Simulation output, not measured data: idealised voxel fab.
Process module heading - voxel released beams
Displayed cross-section: cut, width of 155 nm, square cells sized 5 nm.
If you're reading a cross-section in this doc, picture square cells in a grid; it comes to you as bands, top ones listed first down to the bottom, and a band can be one or more rows of cells. First you get the band's top height and its bottom height, in nm, and then the materials it's made of, left to right, with each width in nm. If you see a single material with "all across", that one covers the band edge to edge. "air" is empty space. All heights in this document are referenced to 0, defined as the level beneath which the wafer, as received, consists entirely of one material. The lowest band is not bounded below; it extends indefinitely downward and is written in the form "0 and below". Quick explanation for "30->40": the width changes in equal steps down the rows of cells, from the first number in the band's top row to the second number in its bottom row. Key: "remains unaltered" - step with no changed cell in the cross-section. So "Tabulated closed voids" is basically the list of trapped voids: any empty space of 8 cells or more that can't reach the top through an opening. They're written width x height at distance, the distance being from the left edge, and it's all nm. Heads up: the bit after the settings on a step's line is the simulator's remark on that step. overlay nm: mask offset rightward from planned place, masked step; negative means leftward offset.
## The planned process steps are enumerated hereunder
1) op RECEIVE | material Si
2) op CONFORMAL_DEP | material Al2O3 | thk nm 5
3) op DIRECTIONAL_DEP | material SiO2 | thk nm 10
4) op DIRECTIONAL_DEP | material aC | thk nm 15
5) op PATTERN | tone open | mask id ANCHOR | material resist | width nm 30 | thk nm 35 | overlay nm 0
6) op DIRECTIONAL_ETCH | etch materials aC | depth nm 15
7) op STRIP | etch materials resist
8) op DIRECTIONAL_ETCH | etch materials SiO2 | depth nm 10
9) op STRIP | etch materials aC
10) op CONFORMAL_DEP | material SiN | thk nm 15
11) op MASKED_ETCH | tone cover | mask id BEAM | width nm 100 | etch materials SiN | depth nm 15 | overlay nm 0
12) op STRIP | etch materials SiO2
Across this set of wafers, the varied parameter is the width nm of step 5. Starting conditions are identical for every wafer, and the plan reports the value assigned to the first wafer.
## The first of several wafers as received, shown in cross-section; this is its state after step 1
  0 and below  Si all across
  Tabulated closed voids: none
## Take any row and you have a wafer at the end of the module: how many cells of each material it has gained (+) or lost (-) since it was received, and then its closed voids
width nm 30 | +31 Al2O3 | +72 SiN | Tabulated closed voids: none
width nm 35 | +31 Al2O3 | +72 SiN | Tabulated closed voids: none
width nm 40 | +31 Al2O3 | +72 SiN | Tabulated closed voids: none
width nm 45 | +31 Al2O3 | +72 SiN | Tabulated closed voids: none
width nm 50 | +31 Al2O3 | +72 SiN | Tabulated closed voids: none
width nm 55 | +31 Al2O3 | +72 SiN | Tabulated closed voids: none
